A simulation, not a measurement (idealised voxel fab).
This section sets out a process module, namely voxel fin reveal.
Displayed cross-section: cut, width of 150 nm, square cells sized 5 nm.
A cross-section is a grid of square cells, given in bands from the top down. A band is one or more rows of cells. What a band's entry tells you: where the top is and where the bottom is, as heights in nm, and after that what lies inside, material by material from left to right, each with its width in nm. Empty space is written as the word "air", and a single material marked with the word "full width" occupies the band from edge to edge. Height 0 is the level under which the wafer as received is all one material. The lowest band goes on downwards, as in "0 -> down". Graded width ("30 to 40"): value in top row of band = first number; value in bottom row = second number; row-to-row change constant. Take "identical to before" at face value: in the step it is given for, the cross-section changed in none of its cells. Heads up: "Enclosed internal voids" only lists the empty pockets with no open path to the top that are 8 cells or more, and it writes them as width x height at distance, distance from the left edge, in nm. Whatever follows a step's settings on its line is a remark the simulator itself makes about that step. overlay nm: how far to the right of its planned place the mask lay on this masked step (negative: to the left).

This section lists the process steps that were planned:
step 1: RECEIVE, material Si
step 2: CONFORMAL_DEP, material SiN, thk nm 10
step 3: PATTERN, tone cover, mask id FINS, material resist, width nm 15, pitch nm 40, thk nm 15, overlay nm -10
step 4: DIRECTIONAL_ETCH, etch materials SiN, depth nm 10
step 5: DIRECTIONAL_ETCH, etch materials Si, depth nm 30
step 6: STRIP, etch materials resist
step 7: FILL_DEP, material SiO2, thk nm 5
step 8: CMP, height nm 10
step 9: SELECTIVE_ETCH, etch materials SiO2, depth nm 25
step 10: STRIP, etch materials SiN
step 11: CONFORMAL_DEP, material HfO2, thk nm 5
Across this set of wafers, the varied parameter is the overlay nm of step 3. Starting conditions are identical for every wafer, and the plan reports the value assigned to the first wafer.

First wafer of several, as received: cross-section after step 1:
    0 -> down  Si full width
    Enclosed internal voids: none

End-of-module cross-section, first of several wafers, after last step 11:
    5 -> 0  10 air / 25 HfO2 / 15 air / 25 HfO2 / 15 air / 25 HfO2 / 35 air
    0 -> -10  10 air / 5 HfO2 / 15 Si / 5 HfO2 / 15 air / 5 HfO2 / 15 Si / 5 HfO2 / 15 air / 5 HfO2 / 15 Si / 5 HfO2 / 35 air
    -10 -> -15  15 HfO2 / 15 Si / 25 HfO2 / 15 Si / 25 HfO2 / 15 Si / 40 HfO2
    -15 -> -30  15 SiO2 / 15 Si / 25 SiO2 / 15 Si / 25 SiO2 / 15 Si / 40 SiO2
    -30 -> down  Si full width
    Enclosed internal voids: none

The final wafer, sectioned at module end:
    5 -> 0  35 air / 25 HfO2 / 15 air / 25 HfO2 / 15 air / 25 HfO2 / 10 air
    0 -> -10  35 air / 5 HfO2 / 15 Si / 5 HfO2 / 15 air / 5 HfO2 / 15 Si / 5 HfO2 / 15 air / 5 HfO2 / 15 Si / 5 HfO2 / 10 air
    -10 -> -15  40 HfO2 / 15 Si / 25 HfO2 / 15 Si / 25 HfO2 / 15 Si / 15 HfO2
    -15 -> -30  40 SiO2 / 15 Si / 25 SiO2 / 15 Si / 25 SiO2 / 15 Si / 15 SiO2
    -30 -> down  Si full width
    Enclosed internal voids: none

Below is a per-wafer table. In it, each row describes the wafer at the end of the module by giving, for each material, the number of cells gained (+) or lost (-) since the wafer was received, and after that the closed voids of the wafer:
overlay nm -10, +48 HfO2, -126 Si, +63 SiO2, Enclosed internal voids: none
overlay nm -5, +48 HfO2, -126 Si, +63 SiO2, Enclosed internal voids: none
overlay nm 0, +48 HfO2, -126 Si, +63 SiO2, Enclosed internal voids: none
overlay nm 5, +48 HfO2, -126 Si, +63 SiO2, Enclosed internal voids: none
overlay nm 10, +48 HfO2, -126 Si, +63 SiO2, Enclosed internal voids: none
overlay nm 15, +48 HfO2, -126 Si, +63 SiO2, Enclosed internal voids: none
